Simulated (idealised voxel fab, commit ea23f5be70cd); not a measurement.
process module | voxel ribs on slabs
cross-section cut | 200 nm wide | cells 5 nm
A cross-section is a grid of square cells, given in bands from the top down. A band is one or more rows of cells.
Each band's line starts with the height of the band's top and of its bottom, in nm. Then come its materials from left to right, each with its width in nm. One material with "throughout" fills the band from edge to edge. "air" is empty space.
Height 0 is the level under which the wafer as received is all one material. The lowest band goes on downwards, as in "0 down".
A width such as "30 to 40" changes by the same amount from each row of cells to the next, from the band's top row to its bottom row.
"no change" after a step means that no cell of the cross-section changed.
closed voids: empty space of 8 cells or more with no open way to the top, each as width x height at its distance from the left edge, in nm
after a step's settings: what the simulator itself notes on the step
overlay nm, on a step with a mask: how far to the right of its planned place the mask lay; to the left if negative
plan
1 op RECEIVE | material Si
2 op DIRECTIONAL_DEP | material SiO2 | thk nm 30
3 op DIRECTIONAL_DEP | material SiN | thk nm 15
4 op PATTERN | tone cover | mask id RIB | material resist | width nm 30 | thk nm 20 | overlay nm 0
5 op DIRECTIONAL_ETCH | etch materials SiN | depth nm 5
6 op STRIP | etch materials resist
7 op PATTERN | tone cover | mask id SLAB | material resist | width nm 70 | thk nm 20 | overlay nm 0
8 op DIRECTIONAL_ETCH | etch materials SiN | depth nm 10
9 op STRIP | etch materials resist
10 op FILL_DEP | material SiO2 | thk nm 25
11 op CMP | height nm 60
12 op DIRECTIONAL_DEP | material TiN | thk nm 5
13 op PATTERN | tone cover | mask id HEATER | material resist | width nm 40 | thk nm 15 | overlay nm 0
14 op DIRECTIONAL_ETCH | etch materials TiN | depth nm 5
15 op STRIP | etch materials resist
16 op CONFORMAL_DEP | material SiO2 | thk nm 10
first wafer, as planned
as received, after step 1
  0 down: Si throughout
  closed voids: none
after step 2
  30 to 0: SiO2 throughout
  below 0: unchanged
after step 3
  45 to 30: SiN throughout
  below 30: unchanged
after step 4
  65 to 45: air 85 | resist 30 | air 85
  below 45: unchanged
after step 5
  65 to 45: air 85 | resist 30 | air 85
  45 to 40: air 85 | SiN 30 | air 85
  below 40: unchanged
after step 6
  45 to 40: air 85 | SiN 30 | air 85
  below 40: unchanged
after step 7
  65 to 45: air 65 | resist 70 | air 65
  45 to 40: air 65 | resist 20 | SiN 30 | resist 20 | air 65
  below 40: unchanged
after step 8
  65 to 45: air 65 | resist 70 | air 65
  45 to 40: air 65 | resist 20 | SiN 30 | resist 20 | air 65
  40 to 30: air 65 | SiN 70 | air 65
  below 30: unchanged
after step 9
  45 to 40: air 85 | SiN 30 | air 85
  below 40: unchanged
after step 10
  70 to 45: SiO2 throughout
  45 to 40: SiO2 85 | SiN 30 | SiO2 85
  40 to 30: SiO2 65 | SiN 70 | SiO2 65
  below 30: unchanged
after step 11
  60 to 45: SiO2 throughout
  below 45: unchanged
after step 12
  65 to 60: TiN throughout
  below 60: unchanged
after step 13
  80 to 65: air 80 | resist 40 | air 80
  below 65: unchanged
after step 14
  80 to 65: air 80 | resist 40 | air 80
  65 to 60: air 80 | TiN 40 | air 80
  below 60: unchanged
after step 15
  65 to 60: air 80 | TiN 40 | air 80
  below 60: unchanged
after step 16
  75 to 70: air 70 | SiO2 60 | air 70
  70 to 65: SiO2 throughout
  65 to 60: SiO2 80 | TiN 40 | SiO2 80
  below 60: unchanged
second wafer: like start, like plan, one mistake. Through step 2 it matches the first wafer
when step 3 should have ended
  50 to 30: air 85 | resist 30 | air 85
  below 30: unchanged
when step 4 should have ended
  65 to 50: air 85 | SiN 30 | air 85
  50 to 45: air 85 | resist 30 | air 85
  45 to 30: SiN 85 | resist 30 | SiN 85
  below 30: unchanged
when step 5 should have ended
  60 to 50: air 85 | SiN 30 | air 85
  50 to 40: air 85 | resist 30 | air 85
  below 40: unchanged
when step 6 should have ended
  40 to 30: SiN 85 | air 30 | SiN 85
  below 30: unchanged
when step 7 should have ended
  60 to 40: air 65 | resist 70 | air 65
  40 to 30: SiN 85 | resist 30 | SiN 85
  below 30: unchanged
when step 8 should have ended
  60 to 40: air 65 | resist 70 | air 65
  40 to 30: air 65 | SiN 20 | resist 30 | SiN 20 | air 65
  below 30: unchanged
when step 9 should have ended
  40 to 30: air 65 | SiN 20 | air 30 | SiN 20 | air 65
  below 30: unchanged
when step 10 should have ended
  65 to 40: SiO2 throughout
  40 to 30: SiO2 65 | SiN 20 | SiO2 30 | SiN 20 | SiO2 65
  below 30: unchanged
when step 11 should have ended
  60 to 40: SiO2 throughout
  below 40: unchanged
when step 12 should have ended
  65 to 60: TiN throughout
  below 60: unchanged
when step 13 should have ended
  80 to 65: air 80 | resist 40 | air 80
  below 65: unchanged
when step 14 should have ended
  80 to 65: air 80 | resist 40 | air 80
  65 to 60: air 80 | TiN 40 | air 80
  below 60: unchanged
when step 15 should have ended
  65 to 60: air 80 | TiN 40 | air 80
  below 60: unchanged
when step 16 should have ended
  75 to 70: air 70 | SiO2 60 | air 70
  70 to 65: SiO2 throughout
  65 to 60: SiO2 80 | TiN 40 | SiO2 80
  below 60: unchanged
what went wrong: steps 3 and 4 were swapped
at the end the second wafer has, in cells: 18 fewer of SiN | 18 more of SiO2
